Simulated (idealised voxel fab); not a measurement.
process module | voxel capacitor over wiring
cross-section cut | 295 nm wide | cells 5 nm
A cross-section is a grid of square cells, given in bands from the top down. A band is one or more rows of cells.
Each band's line starts with the height of the band's top and of its bottom, in nm. Then come its materials from left to right, each with its width in nm. One material with "throughout" fills the band from edge to edge. "air" is empty space.
Height 0 is the level under which the wafer as received is all one material. The lowest band goes on downwards, as in "0 down".
A width such as "30 to 40" changes by the same amount from each row of cells to the next, from the band's top row to its bottom row.
"no change" after a step means that no cell of the cross-section changed.
closed voids: empty space of 8 cells or more with no open way to the top, each as width x height at its distance from the left edge, in nm
after a step's settings: what the simulator itself notes on the step
overlay nm, on a step with a mask: how far to the right of its planned place the mask lay; to the left if negative
plan
1 op RECEIVE | material Si
2 op CONFORMAL_DEP | material SiO2 | thk nm 10
3 op CONFORMAL_DEP | material SiCN | thk nm 5
4 op DIRECTIONAL_DEP | material SiO2 | thk nm 15
5 op DIRECTIONAL_DEP | material aC | thk nm 10
6 op PATTERN | tone open | mask id METAL_1 | material resist | width nm 20 | pitch nm 80 | thk nm 25 | overlay nm 0
7 op DIRECTIONAL_ETCH | etch materials aC | depth nm 10
8 op STRIP | etch materials resist
9 op DIRECTIONAL_ETCH | etch materials SiO2 | depth nm 15
10 op DIRECTIONAL_ETCH | etch materials SiCN | depth nm 5
11 op STRIP | etch materials aC
12 op CONFORMAL_DEP | material TiN | thk nm 5
13 op FILL_DEP | material Cu | thk nm 10
14 op CMP | height nm 30
15 op CONFORMAL_DEP | material SiCN | thk nm 5
16 op DIRECTIONAL_DEP | material lowk | thk nm 15
17 op DIRECTIONAL_DEP | material aC | thk nm 10
18 op PATTERN | tone open | mask id PLUG_1 | material resist | width nm 15 | thk nm 30 | overlay nm 0
19 op DIRECTIONAL_ETCH | etch materials aC | depth nm 10
20 op STRIP | etch materials resist
21 op DIRECTIONAL_ETCH | etch materials lowk | depth nm 15
22 op DIRECTIONAL_ETCH | etch materials SiCN | depth nm 5
23 op STRIP | etch materials aC
24 op CONFORMAL_DEP | material TiN | thk nm 5
25 op FILL_DEP | material Ru | thk nm 10
26 op CMP | height nm 50
27 op DIRECTIONAL_DEP | material TiN | thk nm 5
28 op DIRECTIONAL_DEP | material SiN | thk nm 5
29 op DIRECTIONAL_DEP | material TiN | thk nm 10
30 op PATTERN | tone cover | mask id UPPER_PLATE | material resist | width nm 65 | thk nm 15 | overlay nm 0
31 op DIRECTIONAL_ETCH | etch materials TiN | depth nm 10
32 op DIRECTIONAL_ETCH | etch materials SiN | depth nm 5
33 op STRIP | etch materials resist
34 op DIRECTIONAL_DEP | material aC | thk nm 10
35 op PATTERN | tone cover | mask id LOWER_PLATE | material resist | width nm 75 | thk nm 25 | overlay nm 0
36 op DIRECTIONAL_ETCH | etch materials aC | depth nm 10
37 op STRIP | etch materials resist
38 op DIRECTIONAL_ETCH | etch materials TiN | depth nm 5
39 op STRIP | etch materials aC
40 op FILL_DEP | material SiO2 | thk nm 20
41 op CMP | height nm 85
42 op PATTERN | tone open | mask id PLUG_2 | material resist | width nm 15 | thk nm 15 | overlay nm 0
43 op DIRECTIONAL_ETCH | etch materials SiO2 | depth nm 15
44 op STRIP | etch materials resist
45 op CONFORMAL_DEP | material TiN | thk nm 5
46 op FILL_DEP | material Ru | thk nm 5
47 op CMP | height nm 85
48 op CONFORMAL_DEP | material SiN | thk nm 5
as received, after step 1
  0 down: Si throughout
  closed voids: none
first wafer at the end, as planned
  90 to 85: SiN throughout
  85 to 75: SiO2 110 | TiN 5 | Ru 5 | TiN 5 | SiO2 170
  75 to 70: SiO2 110 | TiN 15 | SiO2 170
  70 to 60: SiO2 100 | TiN 65 | SiO2 130
  60 to 55: SiO2 100 | SiN 65 | SiO2 130
  55 to 50: SiO2 95 | TiN 75 | SiO2 125
  50 to 35: lowk 100 | TiN 5 | Ru 5 | TiN 5 | lowk 180
  35 to 30: SiCN 100 | TiN 15 | SiCN 180
  30 to 15: SiO2 95 | TiN 5 | Cu 10 | TiN 5 | SiO2 60 | TiN 5 | Cu 10 | TiN 5 | SiO2 100
  15 to 10: SiCN 95 | TiN 20 | SiCN 60 | TiN 20 | SiCN 100
  10 to 0: SiO2 throughout
  0 down: Si throughout
  closed voids: none
second wafer at the end: like start, like plan, one mistake
  90 to 85: SiN throughout
  85 to 75: SiO2 110 | TiN 5 | Ru 5 | TiN 5 | SiO2 170
  75 to 65: SiO2 110 to 95 | TiN 15 to 60 | SiO2 170 to 140
  65 to 60: SiO2 90 | TiN 65 | SiO2 140
  60 to 55: SiO2 90 | SiN 65 | SiO2 140
  55 to 50: SiO2 90 | TiN 80 | SiO2 125
  50 to 35: lowk 100 | TiN 5 | Ru 5 | TiN 5 | lowk 180
  35 to 30: SiCN 100 | TiN 15 | SiCN 180
  30 to 15: SiO2 95 | TiN 5 | Cu 10 | TiN 5 | SiO2 60 | TiN 5 | Cu 10 | TiN 5 | SiO2 100
  15 to 10: SiCN 95 | TiN 20 | SiCN 60 | TiN 20 | SiCN 100
  10 to 0: SiO2 throughout
  0 down: Si throughout
  closed voids: none
what went wrong: step 30 ran as: op PATTERN | tone cover | mask id UPPER_PLATE | material resist | width nm 65 | thk nm 15 | overlay nm -10
at the end the second wafer has, in cells: as many of each material as the first, in other places
